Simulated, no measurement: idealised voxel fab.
Title: Process Module voxel released beams
260 nm wide, 5 nm square cells: that's cross-section cut.
Just so we're on the same page, the cross-sections are grids of square cells, and they're listed out in bands top to bottom, each band one or more rows deep.
Top, bottom (nm), then materials left to right with widths (nm); lone material tagged "edge to edge" fills the whole band edge to edge; "air" = empty space.
Where do heights start? At 0: under that level the wafer as delivered is made of one material only. And the lowest band has no floor; it just carries on downward, as in "top 0, no bottom".
With a width like "30->40", each row of cells in the band differs from the next by the same amount, the top row carrying the first number and the bottom row the second.
"left unchanged" means the step left every cell of the cross-section as it was.
Empty spaces counting at least 8 cells and having no open way to the top are listed in "Enclosed void listing". The notation width x height at distance is used for each, the distance being from the left edge and all three values in nm.
Where a step's line continues beyond its settings, the continuation is a remark by the simulator itself on that step.
Steps that use a mask can have "overlay nm" on their line. It says how far the mask sat to the right of where it was meant to be. Negative means to the left.
## Here's what the planned process steps look like
| 1 | RECEIVE, material Si |
| 2 | CONFORMAL_DEP, material Al2O3, thk nm 5 |
| 3 | DIRECTIONAL_DEP, material SiO2, thk nm 10 |
| 4 | MASKED_ETCH, tone open, mask id ANCHOR, width nm 45, etch materials SiO2, depth nm 10, overlay nm 0 |
| 5 | CONFORMAL_DEP, material polySi, thk nm 15 |
| 6 | PATTERN, tone cover, mask id BEAM, material resist, width nm 130, thk nm 20, overlay nm 0 |
| 7 | DIRECTIONAL_ETCH, etch materials polySi, depth nm 15 |
| 8 | STRIP, etch materials resist |
| 9 | STRIP, etch materials SiO2 |
## The first of the two wafers, which ran as planned
## Cross-section of the wafer as it came to us, i.e., already through step 1
top 0, no bottom = Si edge to edge
Enclosed void listing: none
## Step 2 done - wafer cross-section
top 5, bottom 0 = Al2O3 edge to edge
Under the height 0 nothing was changed.
## Step 3 done - wafer cross-section
top 15, bottom 5 = SiO2 edge to edge
Under the height 5 nothing was changed.
## Step 4 done - wafer cross-section
top 15, bottom 5 = SiO2=65; air=45; SiO2=150
Under the height 5 nothing was changed.
## Step 5 done - wafer cross-section
top 30, bottom 20 = polySi=80; air=15; polySi=165
top 20, bottom 15 = polySi edge to edge
top 15, bottom 5 = SiO2=65; polySi=45; SiO2=150
Under the height 5 nothing was changed.
## Step 6 done - wafer cross-section
top 50, bottom 30 = air=60; resist=130; air=70
top 30, bottom 20 = polySi=80; resist=15; polySi=165
Under the height 20 nothing was changed.
## Step 7 done - wafer cross-section
top 50, bottom 30 = air=60; resist=130; air=70
top 30, bottom 20 = air=60; polySi=20; resist=15; polySi=95; air=70
top 20, bottom 15 = air=60; polySi=130; air=70
Under the height 15 nothing was changed.
## Step 8 done - wafer cross-section
top 30, bottom 20 = air=60; polySi=20; air=15; polySi=95; air=70
Under the height 20 nothing was changed.
## Step 9 done - wafer cross-section
top 30, bottom 20 = air=60; polySi=20; air=15; polySi=95; air=70
top 20, bottom 15 = air=60; polySi=130; air=70
top 15, bottom 5 = air=65; polySi=45; air=150
Under the height 5 nothing was changed.
## Now the other wafer: same start, same recipe, but we messed up one thing when running it. Up to and including step 2 it's the same as the first one
Second wafer shown in cross-section at the time step 3 was slated to end: left unchanged
Second wafer shown in cross-section at the time step 4 was slated to end: left unchanged
## Second wafer shown in cross-section at the time step 5 was slated to end
top 20, bottom 5 = polySi edge to edge
Under the height 5 nothing was changed.
## Second wafer shown in cross-section at the time step 6 was slated to end
top 40, bottom 20 = air=60; resist=130; air=70
Under the height 20 nothing was changed.
## Second wafer shown in cross-section at the time step 7 was slated to end
top 40, bottom 20 = air=60; resist=130; air=70
top 20, bottom 5 = air=60; polySi=130; air=70
Under the height 5 nothing was changed.
## Second wafer shown in cross-section at the time step 8 was slated to end
top 20, bottom 5 = air=60; polySi=130; air=70
Under the height 5 nothing was changed.
Second wafer shown in cross-section at the time step 9 was slated to end: left unchanged
Error vs. plan: no execution of plan step 3; skipped
Final cells, second wafer relative to first, materials higher or lower: polySi -12
